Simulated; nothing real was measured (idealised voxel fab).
You're looking at the process module voxel capacitor over wiring.
Xsec cut, 230 nm wide, square cell size 5 nm.
In what follows, cross-sections appear as grids of square cells, described through bands that run from the top down, where every band is one or more rows of cells. Look at the band entry: it leads with the top's height and the bottom's height in nm. Then it lists the materials left to right, with a width in nm for each. The word "throughout" on a single material says that material fills the band edge to edge. The word "empty" is empty space. Counting heights begins at 0, where everything beneath is, in the wafer as received, one material. The lowest band has no bottom; it goes on downwards, as "0 nm and below" shows. It should be noted that a width expressed as "30..40" varies in equal increments from row to row of cells within the band, taking the value of the first number at the top row and that of the second number at the bottom row. Key: "stayed the same" - step with no changed cell in the cross-section. "Voids, fully enclosed" means: voids of 8 cells or more that are shut off from the top with no open way through. Written width x height at distance, distance from the left edge, in nm. That trailing text on a step's line, after the settings, is the simulator's own remark on the step. Steps that use a mask can have "overlay nm" on their line. It says how far the mask sat to the right of where it was meant to be. Negative means to the left.

This section lists the process steps that were planned
1,RECEIVE,material Si
2,CONFORMAL_DEP,material SiO2,thk nm 10
3,DIRECTIONAL_DEP,material TiN,thk nm 5
4,DIRECTIONAL_DEP,material Ru,thk nm 25
5,DIRECTIONAL_DEP,material aC,thk nm 15
6,PATTERN,tone cover,mask id METAL_1,material resist,width nm 25,pitch nm 90,thk nm 30,overlay nm 0
7,DIRECTIONAL_ETCH,etch materials aC,depth nm 15
8,STRIP,etch materials resist
9,DIRECTIONAL_ETCH,etch materials Ru,depth nm 25
10,DIRECTIONAL_ETCH,etch materials TiN,depth nm 5
11,STRIP,etch materials aC
12,CONFORMAL_DEP,material SiCN,thk nm 5
13,FILL_DEP,material SiO2,thk nm 10
14,CMP,height nm 40
15,CONFORMAL_DEP,material SiCN,thk nm 5
16,DIRECTIONAL_DEP,material SiO2,thk nm 20
17,PATTERN,tone open,mask id PLUG_1,material resist,width nm 15,thk nm 15,overlay nm 0
18,DIRECTIONAL_ETCH,etch materials SiO2,depth nm 20
19,DIRECTIONAL_ETCH,etch materials SiCN,depth nm 5
20,STRIP,etch materials resist
21,CONFORMAL_DEP,material TiN,thk nm 5
22,FILL_DEP,material Ru,thk nm 5
23,CMP,height nm 65
24,DIRECTIONAL_DEP,material TiN,thk nm 5
25,DIRECTIONAL_DEP,material HfO2,thk nm 5
26,DIRECTIONAL_DEP,material TiN,thk nm 5
27,DIRECTIONAL_DEP,material aC,thk nm 10
28,PATTERN,tone cover,mask id UPPER_PLATE,material resist,width nm 70,thk nm 25,overlay nm 0
29,DIRECTIONAL_ETCH,etch materials aC,depth nm 10
30,STRIP,etch materials resist
31,DIRECTIONAL_ETCH,etch materials TiN,depth nm 5
32,DIRECTIONAL_ETCH,etch materials HfO2,depth nm 5
33,STRIP,etch materials aC
34,DIRECTIONAL_DEP,material aC,thk nm 10
35,PATTERN,tone cover,mask id LOWER_PLATE,material resist,width nm 80,thk nm 30,overlay nm 0
36,DIRECTIONAL_ETCH,etch materials aC,depth nm 10
37,STRIP,etch materials resist
38,DIRECTIONAL_ETCH,etch materials TiN,depth nm 5
39,STRIP,etch materials aC
40,FILL_DEP,material SiO2,thk nm 15
41,CMP,height nm 90
42,PATTERN,tone open,mask id PLUG_2,material resist,width nm 15,thk nm 20,overlay nm 0
43,DIRECTIONAL_ETCH,etch materials SiO2,depth nm 10
44,STRIP,etch materials resist
45,CONFORMAL_DEP,material TiN,thk nm 5
46,FILL_DEP,material W,thk nm 10
47,CMP,height nm 90
48,CONFORMAL_DEP,material SiN,thk nm 5

Cross-sectional view of the wafer in its as-received condition, corresponding to the state after step 1
> 0 nm and below | Si throughout
> Voids, fully enclosed: none

Starting structure and process plan are as shown above, but one mistake was made in running the module; the wafer cross-section at the end of the module follows
> 95 nm to 90 nm | SiN throughout
> 90 nm to 85 nm | 75 nm SiO2 | 5 nm TiN | 5 nm W | 5 nm TiN | 140 nm SiO2
> 85 nm to 80 nm | 75 nm SiO2 | 15 nm TiN | 140 nm SiO2
> 80 nm to 75 nm | SiO2 throughout
> 75 nm to 65 nm | 65..60 nm SiO2 | 70..80 nm TiN | 95..90 nm SiO2
> 65 nm to 45 nm | 65 nm SiO2 | 5 nm TiN | 5 nm Ru | 5 nm TiN | 150 nm SiO2
> 45 nm to 40 nm | 65 nm SiCN | 15 nm TiN | 150 nm SiCN
> 40 nm to 15 nm | 50 nm SiO2 | 5 nm SiCN | 25 nm Ru | 5 nm SiCN | 55 nm SiO2 | 5 nm SiCN | 25 nm Ru | 5 nm SiCN | 55 nm SiO2
> 15 nm to 10 nm | 55 nm SiCN | 25 nm TiN | 65 nm SiCN | 25 nm TiN | 60 nm SiCN
> 10 nm to 0 nm | SiO2 throughout
> 0 nm and below | Si throughout
> Voids, fully enclosed: none
Error vs. plan: step 25 from the plan never happened, it was just skipped
